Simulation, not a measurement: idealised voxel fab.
process module | voxel gate over fins
cross-section cut | 165 nm wide | cells 5 nm
A cross-section is a grid of square cells, given in bands from the top down. A band is one or more rows of cells.
Each band's line starts with the height of the band's top and of its bottom, in nm. Then come its materials from left to right, each with its width in nm. One material with "throughout" fills the band from edge to edge. "air" is empty space.
Height 0 is the level under which the wafer as received is all one material. The lowest band goes on downwards, as in "0 down".
A width such as "30 to 40" changes by the same amount from each row of cells to the next, from the band's top row to its bottom row.
"no change" after a step means that no cell of the cross-section changed.
closed voids: empty space of 8 cells or more with no open way to the top, each as width x height at its distance from the left edge, in nm
after a step's settings: what the simulator itself notes on the step
overlay nm, on a step with a mask: how far to the right of its planned place the mask lay; to the left if negative
plan
1 op RECEIVE | material Si
2 op CONFORMAL_DEP | material SiN | thk nm 5
3 op MASKED_ETCH | tone cover | mask id FINS | width nm 15 | pitch nm 45 | etch materials SiN | depth nm 5 | overlay nm 0
4 op MASKED_ETCH | tone cover | mask id FINS | width nm 15 | pitch nm 45 | etch materials Si | depth nm 30 | overlay nm -15
5 op OXIDIZE | depth nm 5
6 op FILL_DEP | material SiO2 | thk nm 10
7 op CMP | height nm 5
8 op SELECTIVE_ETCH | etch materials SiO2 | depth nm 20
9 op STRIP | etch materials SiN
10 op CONFORMAL_DEP | material HfO2 | thk nm 5
11 op CONFORMAL_DEP | material TiN | thk nm 5
12 op FILL_DEP | material W | thk nm 15
13 op CMP | height nm 20
14 op CONFORMAL_DEP | material SiN | thk nm 10
varied across the wafers: overlay nm of step 4. The plan shows the first wafer's value. All wafers start alike
first wafer as received, after step 1
  0 down: Si throughout
  closed voids: none
first wafer at the end, after step 14
  30 to 20: SiN throughout
  20 to 10: W throughout
  10 to 5: W 25 | TiN 25 | W 20 | TiN 25 | W 20 | TiN 25 | W 25
  5 to 0: W 10 | TiN 20 | HfO2 15 | TiN 5 | W 5 | TiN 20 | HfO2 15 | TiN 5 | W 5 | TiN 20 | HfO2 15 | TiN 5 | W 25
  0 to -5: W 10 | TiN 5 | HfO2 20 | Si 5 | HfO2 5 | TiN 5 | W 5 | TiN 5 | HfO2 20 | Si 5 | HfO2 5 | TiN 5 | W 5 | TiN 5 | HfO2 20 | Si 5 | HfO2 5 | TiN 5 | W 25
  -5 to -10: TiN 15 | HfO2 5 | Si 20 | HfO2 5 | TiN 15 | HfO2 5 | Si 20 | HfO2 5 | TiN 15 | HfO2 5 | Si 20 | HfO2 5 | TiN 30
  -10 to -15: HfO2 20 | Si 20 | HfO2 25 | Si 20 | HfO2 25 | Si 20 | HfO2 35
  -15 to -35: SiO2 20 | Si 20 | SiO2 25 | Si 20 | SiO2 25 | Si 20 | SiO2 35
  -35 down: Si throughout
  closed voids: none
last wafer at the end
  30 to 20: SiN throughout
  20 to 10: W throughout
  10 to 5: W 25 | TiN 25 | W 20 | TiN 25 | W 20 | TiN 25 | W 25
  5 to 0: W 25 | TiN 5 | HfO2 15 | TiN 20 | W 5 | TiN 5 | HfO2 15 | TiN 20 | W 5 | TiN 5 | HfO2 15 | TiN 20 | W 10
  0 to -5: W 25 | TiN 5 | HfO2 5 | Si 5 | HfO2 20 | TiN 5 | W 5 | TiN 5 | HfO2 5 | Si 5 | HfO2 20 | TiN 5 | W 5 | TiN 5 | HfO2 5 | Si 5 | HfO2 20 | TiN 5 | W 10
  -5 to -10: TiN 30 | HfO2 5 | Si 20 | HfO2 5 | TiN 15 | HfO2 5 | Si 20 | HfO2 5 | TiN 15 | HfO2 5 | Si 20 | HfO2 5 | TiN 15
  -10 to -15: HfO2 35 | Si 20 | HfO2 25 | Si 20 | HfO2 25 | Si 20 | HfO2 20
  -15 to -35: SiO2 35 | Si 20 | SiO2 25 | Si 20 | SiO2 25 | Si 20 | SiO2 20
  -35 down: Si throughout
  closed voids: none
each wafer at the end: cells of each material gained (+) or lost (-) since it was received, then its closed voids
overlay nm -15 | +51 HfO2 | -156 Si | +66 SiN | +84 SiO2 | +51 TiN | +102 W | closed voids: none
overlay nm -10 | +51 HfO2 | -174 Si | +66 SiN | +96 SiO2 | +51 TiN | +108 W | closed voids: none
overlay nm -5 | +51 HfO2 | -192 Si | +66 SiN | +108 SiO2 | +51 TiN | +114 W | closed voids: none
overlay nm 0 | +51 HfO2 | -210 Si | +66 SiN | +120 SiO2 | +51 TiN | +120 W | closed voids: none
overlay nm 5 | +51 HfO2 | -192 Si | +66 SiN | +108 SiO2 | +51 TiN | +114 W | closed voids: none
overlay nm 10 | +51 HfO2 | -174 Si | +66 SiN | +96 SiO2 | +51 TiN | +108 W | closed voids: none
overlay nm 15 | +51 HfO2 | -156 Si | +66 SiN | +84 SiO2 | +51 TiN | +102 W | closed voids: none
